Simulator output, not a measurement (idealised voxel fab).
You're looking at the process module voxel double patterning.
Square cells of 5 nm make up the cross-section cut, whose width is 200 nm.
Throughout this document, each cross-section is represented as a grid of square cells and is presented as a sequence of bands enumerated from the top downward, where a band comprises one or more rows of cells. Within each band entry, the heights of the top and of the bottom of the band appear first, in that order and in nm; the materials of the band then follow from left to right, each with its corresponding width in nm. The designation "throughout" on a single material indicates that it fills the band from edge to edge; the designation "air" indicates empty space. For the purposes of this specification, 0 denotes the height below which the wafer in its as-received condition is composed wholly of one material, and the lowermost band, lacking a lower limit, extends downward without end, as expressed in "0..down". Per-row width for "30..40": begins at first number (top row of band), ends at second number (bottom row), increment between rows held constant. It should be understood that the words "stayed the same", when stated for a given step, signify that the cross-section underwent no change in any of its cells during that step. "Internal closed voids" specifies each empty space that is not open to the top and that occupies no fewer than 8 cells, using the form width x height at distance, the distance measured from the left edge and all three quantities in nm. It should be noted that, on the line of a given step, the content following the step's settings is a remark produced by the simulator itself with respect to that step. Steps that use a mask can have "overlay nm" on their line. It says how far the mask sat to the right of where it was meant to be. Negative means to the left.

-- Listed below are the process steps as planned
1: RECEIVE,material Si
2: CONFORMAL_DEP,material SiO2,thk nm 5
3: DIRECTIONAL_DEP,material W,thk nm 10
4: DIRECTIONAL_DEP,material SiCN,thk nm 10
5: DIRECTIONAL_DEP,material aC,thk nm 15
6: PATTERN,tone open,mask id FIRST,material resist,width nm 15,pitch nm 50,thk nm 30,overlay nm -15
7: DIRECTIONAL_ETCH,etch materials aC,depth nm 15
8: STRIP,etch materials resist
9: DIRECTIONAL_ETCH,etch materials SiCN,depth nm 10
10: STRIP,etch materials aC
11: PATTERN,tone open,mask id SECOND,material resist,width nm 15,thk nm 15,overlay nm 0
12: DIRECTIONAL_ETCH,etch materials SiCN,depth nm 10
13: STRIP,etch materials resist
14: DIRECTIONAL_ETCH,etch materials W,depth nm 10
15: STRIP,etch materials SiCN
It is noted that the wafers described herein are identical at the outset and are distinguished by the overlay nm of step 6; the value stated in the plan corresponds to the first wafer.

-- The first of several wafers, as received after step 1, seen in section
  0..down  Si throughout
  Internal closed voids: none

-- The first of several wafers, seen in cross-section after the module's last step, step 15
  15..5  W 50 nm | air 15 nm | W 25 nm | air 25 nm | W 85 nm
  5..0  SiO2 throughout
  0..down  Si throughout
  Internal closed voids: none

-- Cross-section at module completion, last wafer
  15..5  W 80 nm | air 25 nm | W 25 nm | air 15 nm | W 55 nm
  5..0  SiO2 throughout
  0..down  Si throughout
  Internal closed voids: none

-- Table: wafers, a row each; end-of-module cell change per material since receipt, gain (+), loss (-); then closed voids
overlay nm -15; +40 SiO2; +64 W; Internal closed voids: none
overlay nm -10; +40 SiO2; +62 W; Internal closed voids: none
overlay nm -5; +40 SiO2; +62 W; Internal closed voids: none
overlay nm 0; +40 SiO2; +62 W; Internal closed voids: none
overlay nm 5; +40 SiO2; +62 W; Internal closed voids: none
overlay nm 10; +40 SiO2; +62 W; Internal closed voids: none
overlay nm 15; +40 SiO2; +64 W; Internal closed voids: none
